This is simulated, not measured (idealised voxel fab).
You're looking at the process module voxel self aligned vias.
Cross-sectional view cut (width: 280 nm; square cell size: 5 nm).
Each cross-section below is a grid of square cells, stated as bands in top-down order, with one or more rows of cells making up each band. Band entry format. Leading values: height of top, height of bottom, nm. Remainder: materials in left-to-right order, each with its width in nm. Special words: "full width" on a single material, which then fills the band edge to edge; "blank", empty space. A quick word on heights: they are counted from 0, and under that level the wafer as it came to us is one material throughout. The lowest band is different from the rest in having no bottom; it simply continues downward, written as in "top 0, no bottom". A width given as "30 to 40" starts at the first number in the band's top row and ends at the second number in its bottom row, shifting by an equal amount at every step from row to row. Reading "nothing was modified" for a step: not a cell of the cross-section changed in it. "Cavities, closed" means: voids of 8 cells or more that are shut off from the top with no open way through. Written width x height at distance, distance from the left edge, in nm. Anything after a step's settings on that line? It's the simulator's own note about the step. The optional step-line setting "overlay nm" applies to steps with a mask and quantifies how far to the right of its planned location the mask lay, a negative value indicating leftward placement.
Steps in the process plan:
1,RECEIVE, material Si
2,CONFORMAL_DEP, material SiO2, thk nm 10
3,CONFORMAL_DEP, material SiCN, thk nm 5
4,DIRECTIONAL_DEP, material lowk, thk nm 25
5,MASKED_ETCH, tone open, mask id LINES, width nm 20, pitch nm 50, etch materials lowk, depth nm 25, overlay nm 0
6,CONFORMAL_DEP, material TiN, thk nm 5
7,FILL_DEP, material Ru, thk nm 10
8,CMP, height nm 40
9,SELECTIVE_ETCH, etch materials W Ru TiN, depth nm 5
10,FILL_DEP, material SiN, thk nm 5
11,CMP, height nm 40
12,DIRECTIONAL_DEP, material lowk, thk nm 20
13,DIRECTIONAL_DEP, material aC, thk nm 15
14,PATTERN, tone open, mask id VIAS, material resist, width nm 30, pitch nm 100, thk nm 30, overlay nm 0
15,DIRECTIONAL_ETCH, etch materials aC, depth nm 15
16,STRIP, etch materials resist
17,DIRECTIONAL_ETCH, etch materials lowk, depth nm 20
18,DIRECTIONAL_ETCH, etch materials SiN, depth nm 5
19,STRIP, etch materials aC
20,CONFORMAL_DEP, material TiN, thk nm 5
21,FILL_DEP, material Ru, thk nm 5
22,CMP, height nm 60
23,CONFORMAL_DEP, material SiN, thk nm 5
Received-state cross-section, reflecting completion of step 1:
  top 0, no bottom: Si full width
  Cavities, closed: none
Looking at the first of two wafers in cross-section at end of module - ran to plan:
  top 65, bottom 60: SiN full width
  top 60, bottom 45: lowk 75 | TiN 5 | Ru 20 | TiN 5 | lowk 70 | TiN 5 | Ru 20 | TiN 5 | lowk 75
  top 45, bottom 40: lowk 75 | TiN 10 | Ru 10 | TiN 10 | lowk 70 | TiN 10 | Ru 10 | TiN 10 | lowk 75
  top 40, bottom 35: lowk 80 | TiN 20 | lowk 30 | SiN 20 | lowk 30 | TiN 20 | lowk 80
  top 35, bottom 20: lowk 80 | TiN 5 | Ru 10 | TiN 5 | lowk 30 | TiN 5 | Ru 10 | TiN 5 | lowk 30 | TiN 5 | Ru 10 | TiN 5 | lowk 80
  top 20, bottom 15: lowk 80 | TiN 20 | lowk 30 | TiN 20 | lowk 30 | TiN 20 | lowk 80
  top 15, bottom 10: SiCN full width
  top 10, bottom 0: SiO2 full width
  top 0, no bottom: Si full width
  Cavities, closed: none
End-of-module cross-section of the second wafer: identical starting point and process plan to the first, with one processing mistake:
  top 65, bottom 60: SiN full width
  top 60, bottom 55: Ru full width
  top 55, bottom 50: TiN 80 | Ru 20 | TiN 80 | Ru 20 | TiN 80
  top 50, bottom 40: lowk 75 | TiN 5 | Ru 20 | TiN 5 | lowk 70 | TiN 5 | Ru 20 | TiN 5 | lowk 75
  top 40, bottom 35: lowk 75 | TiN 30 | lowk 25 | SiN 20 | lowk 25 | TiN 30 | lowk 75
  top 35, bottom 30: lowk 75 | TiN 10 | Ru 10 | TiN 10 | lowk 25 | TiN 5 | Ru 10 | TiN 5 | lowk 25 | TiN 10 | Ru 10 | TiN 10 | lowk 75
  top 30, bottom 20: lowk 80 | TiN 5 | Ru 10 | TiN 5 | lowk 30 | TiN 5 | Ru 10 | TiN 5 | lowk 30 | TiN 5 | Ru 10 | TiN 5 | lowk 80
  top 20, bottom 15: lowk 80 | TiN 20 | lowk 30 | TiN 20 | lowk 30 | TiN 20 | lowk 80
  top 15, bottom 10: SiCN full width
  top 10, bottom 0: SiO2 full width
  top 0, no bottom: Si full width
  Cavities, closed: none
Misprocessing identified: step 12 did not use the planned setting and instead ran as DIRECTIONAL_DEP, material lowk, thk nm 10
The second wafer ends with more or fewer cells of some materials than the first, per final count: Ru +52, TiN +44, lowk -96
